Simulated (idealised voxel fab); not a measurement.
voxel capacitor over wiring: a process module
In the cross-section labelled cut, the width is 215 nm and each square cell is 5 nm.
Format of a cross-section: grid, square cells. Given as bands. Order: top down. Band: one or more rows of cells.
Per band: top height and bottom height in nm, followed by the left-to-right materials and their widths in nm; "throughout" marks a single material spanning edge to edge, "empty" marks empty space.
The level at which height equals 0 is the one under which the wafer, as it arrives, is entirely one material. No lower edge exists for the bottom band, which continues downward and is notated as in "0 -> down".
With a width like "30..40", each row of cells in the band differs from the next by the same amount, the top row carrying the first number and the bottom row the second.
Given "no modification" for a step, no cell of the cross-section differs between before and after that step.
You'll see "Closed voids list" listing empty spaces that have no way open to the top, as long as they're 8 cells or more; the notation is width x height at distance, where the distance is from the left edge, and all of it is in nm.
If you see something after the settings on a step's line, that's the simulator's own remark about that step.
The "overlay nm" setting may appear on a step's line; for a step that uses a mask, it gives how far to the right of its planned position the mask lay, and a negative value indicates the left.

### Below is the list of planned process steps
1 op RECEIVE | material Si
2 op CONFORMAL_DEP | material SiO2 | thk nm 15
3 op DIRECTIONAL_DEP | material TiN | thk nm 5
4 op DIRECTIONAL_DEP | material Ru | thk nm 25
5 op PATTERN | tone cover | mask id METAL_1 | material resist | width nm 20 | pitch nm 80 | thk nm 15 | overlay nm 0
6 op DIRECTIONAL_ETCH | etch materials Ru | depth nm 25
7 op DIRECTIONAL_ETCH | etch materials TiN | depth nm 5
8 op STRIP | etch materials resist
9 op FILL_DEP | material SiO2 | thk nm 5
10 op CMP | height nm 45
11 op CONFORMAL_DEP | material SiCN | thk nm 5
12 op DIRECTIONAL_DEP | material SiO2 | thk nm 10
13 op PATTERN | tone open | mask id PLUG_1 | material resist | width nm 15 | thk nm 15 | overlay nm 0
14 op DIRECTIONAL_ETCH | etch materials SiO2 | depth nm 10
15 op DIRECTIONAL_ETCH | etch materials SiCN | depth nm 5
16 op STRIP | etch materials resist
17 op EPI | material Ru | thk nm 10
18 op EPI | material Ru | thk nm 5
19 op DIRECTIONAL_DEP | material TiN | thk nm 10
20 op DIRECTIONAL_DEP | material Al2O3 | thk nm 5
21 op DIRECTIONAL_DEP | material TiN | thk nm 5
22 op DIRECTIONAL_DEP | material aC | thk nm 15
23 op PATTERN | tone cover | mask id UPPER_PLATE | material resist | width nm 65 | thk nm 30 | overlay nm 0
24 op DIRECTIONAL_ETCH | etch materials aC | depth nm 15
25 op STRIP | etch materials resist
26 op DIRECTIONAL_ETCH | etch materials TiN | depth nm 5
27 op DIRECTIONAL_ETCH | etch materials Al2O3 | depth nm 5
28 op STRIP | etch materials aC
29 op PATTERN | tone cover | mask id LOWER_PLATE | material resist | width nm 75 | thk nm 20 | overlay nm 0
30 op DIRECTIONAL_ETCH | etch materials TiN | depth nm 10
31 op STRIP | etch materials resist
32 op FILL_DEP | material SiO2 | thk nm 15
33 op CMP | height nm 90
34 op PATTERN | tone open | mask id PLUG_2 | material resist | width nm 15 | thk nm 15 | overlay nm 0
35 op DIRECTIONAL_ETCH | etch materials SiO2 | depth nm 10
36 op STRIP | etch materials resist
37 op CONFORMAL_DEP | material TiN | thk nm 5
38 op FILL_DEP | material W | thk nm 10
39 op CMP | height nm 90
40 op CONFORMAL_DEP | material SiCN | thk nm 5

### As-received state of the wafer in cross-section, equivalent to post-step 1
* 0 -> down  Si throughout
* Closed voids list: none

### Post-module cross-section of the first of two wafers (run per plan)
* 95 -> 90  SiCN throughout
* 90 -> 85  SiO2: 70, then TiN: 5, then W: 5, then TiN: 5, then SiO2: 130
* 85 -> 75  SiO2: 70..60, then TiN: 15..65, then SiO2: 130..90
* 75 -> 70  SiO2: 60, then Al2O3: 65, then SiO2: 90
* 70 -> 60  SiO2: 55, then TiN: 75, then SiO2: 85
* 60 -> 50  SiO2: 60, then Ru: 15, then SiO2: 140
* 50 -> 45  SiCN: 60, then Ru: 15, then SiCN: 140
* 45 -> 20  SiO2: 55, then Ru: 20, then SiO2: 60, then Ru: 20, then SiO2: 60
* 20 -> 15  SiO2: 55, then TiN: 20, then SiO2: 60, then TiN: 20, then SiO2: 60
* 15 -> 0  SiO2 throughout
* 0 -> down  Si throughout
* Closed voids list: none

### second wafer at the end: like start, like plan, one mistake
* 95 -> 90  SiCN throughout
* 90 -> 85  SiO2: 70, then TiN: 5, then W: 5, then TiN: 5, then SiO2: 130
* 85 -> 75  SiO2: 70..75, then TiN: 15..50, then SiO2: 130..90
* 75 -> 70  SiO2: 75, then Al2O3: 50, then SiO2: 90
* 70 -> 65  SiO2: 55, then TiN: 5, then SiO2: 15, then TiN: 55, then SiO2: 85
* 65 -> 60  SiO2: 55, then TiN: 75, then SiO2: 85
* 60 -> 55  SiO2: 60, then Al2O3: 15, then SiO2: 140
* 55 -> 50  SiO2: 60, then TiN: 15, then SiO2: 140
* 50 -> 45  SiCN: 60, then TiN: 15, then SiCN: 140
* 45 -> 40  SiO2 throughout
* 40 -> 15  SiO2: 55, then Ru: 20, then SiO2: 60, then Ru: 20, then SiO2: 60
* 15 -> 0  SiO2 throughout
* 0 -> down  Si throughout
* Closed voids list: none
Want to know what went wrong? step 3 from the plan never happened, it was just skipped
Final comparison by cell count, materials where the second wafer has more or fewer than the first: -9 Ru, +17 SiO2, -8 TiN
